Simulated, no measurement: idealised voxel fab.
Proc. module: voxel lift off
Section shown: cut. Width: 165 nm. Cell size: 5 nm, square.
Cross-section layout: square cells on a grid; listed as bands, top to bottom; a band spans one or more cell rows. Top, bottom (nm), then materials left to right with widths (nm); lone material tagged "full width" fills the whole band edge to edge; "blank" = empty space. Height datum 0, below which the as-received substrate wafer is one material. Lowest band open at the bottom, running downward: "0 -> down". Width "30..40": first value at the band's top row of cells, second value at its bottom row, equal change from row to row. "nothing changed" after a step means that no cell of the cross-section changed. In "Closed void roster" the enclosed voids are listed, meaning empty spaces of 8 cells or larger without any opening to the top. The form is width x height at distance, distance from the left edge, units nm. Step line, after settings: the simulator's comment on this step. A step line may carry the setting "overlay nm", which, for steps involving a mask, states the distance by which the mask lay to the right of its intended position; negative values denote displacement to the left.

Intended process steps:
1 RECEIVE | material Si
2 CONFORMAL_DEP | material SiO2 | thk nm 15
3 PATTERN | tone open | mask id LINES | material resist | width nm 30 | pitch nm 45 | thk nm 25 | overlay nm 0
4 DIRECTIONAL_DEP | material Ru | thk nm 10
5 STRIP | etch materials resist
6 CONFORMAL_DEP | material SiO2 | thk nm 10

As received, after step 1:
0 -> down | Si full width
Closed void roster: none

Cross-section taken at module completion on the first of two wafers; processed per the plan:
35 -> 25 | 10 blank, 140 SiO2, 15 blank
25 -> 15 | 20 SiO2, 30 Ru, 15 SiO2, 30 Ru, 15 SiO2, 30 Ru, 25 SiO2
15 -> 0 | SiO2 full width
0 -> down | Si full width
Closed void roster: none

This is the second of the two wafers, cross-sectioned at the end of the module; it started exactly like the first and was given the same plan, but it was run with one mistake:
35 -> 25 | 5 blank, 140 SiO2, 20 blank
25 -> 15 | 15 SiO2, 30 Ru, 15 SiO2, 30 Ru, 15 SiO2, 30 Ru, 30 SiO2
15 -> 0 | SiO2 full width
0 -> down | Si full width
Closed void roster: none
Deviation noted in wafer processing: step 3 did not happen as planned, as run it was PATTERN | tone open | mask id LINES | material resist | width nm 30 | pitch nm 45 | thk nm 25 | overlay nm -5
At the end, each material covers as many cells on the second wafer as it does on the first, though the cells it covers are elsewhere.
